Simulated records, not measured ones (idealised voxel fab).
process module | voxel local oxidation
cross-section cut | 280 nm wide | cells 5 nm
A cross-section is a grid of square cells, given in bands from the top down. A band is one or more rows of cells.
Each band's line starts with the height of the band's top and of its bottom, in nm. Then come its materials from left to right, each with its width in nm. One material with "throughout" fills the band from edge to edge. "air" is empty space.
Height 0 is the level under which the wafer as received is all one material. The lowest band goes on downwards, as in "0 down".
A width such as "30 to 40" changes by the same amount from each row of cells to the next, from the band's top row to its bottom row.
"no change" after a step means that no cell of the cross-section changed.
closed voids: empty space of 8 cells or more with no open way to the top, each as width x height at its distance from the left edge, in nm
after a step's settings: what the simulator itself notes on the step
overlay nm, on a step with a mask: how far to the right of its planned place the mask lay; to the left if negative
plan
1 op RECEIVE | material Si
2 op CONFORMAL_DEP | material SiO2 | thk nm 5
3 op CONFORMAL_DEP | material SiN | thk nm 15
4 op DIRECTIONAL_DEP | material aC | thk nm 15
5 op PATTERN | tone cover | mask id ACTIVE | material resist | width nm 125 | thk nm 30 | overlay nm 0
6 op DIRECTIONAL_ETCH | etch materials aC | depth nm 15
7 op STRIP | etch materials resist
8 op DIRECTIONAL_ETCH | etch materials SiN | depth nm 15
9 op STRIP | etch materials aC
10 op SELECTIVE_ETCH | etch materials SiO2 | depth nm 5
11 op OXIDIZE | depth nm 15
12 op STRIP | etch materials SiN
as received, after step 1
  0 down: Si throughout
  closed voids: none
first wafer at the end, as planned
  5 to 0: air 80 | SiO2 115 | air 85
  0 to -15: SiO2 95 | Si 85 | SiO2 100
  -15 down: Si throughout
  closed voids: none
second wafer at the end: like start, like plan, one mistake
  5 to 0: SiO2 70 | air 135 | SiO2 75
  0 to -15: Si 55 | SiO2 165 | Si 60
  -15 down: Si throughout
  closed voids: none
what went wrong: step 5 ran as: op PATTERN | tone open | mask id ACTIVE | material resist | width nm 125 | thk nm 30 | overlay nm 0
at the end the second wafer has, in cells: 18 more of Si | 12 fewer of SiO2
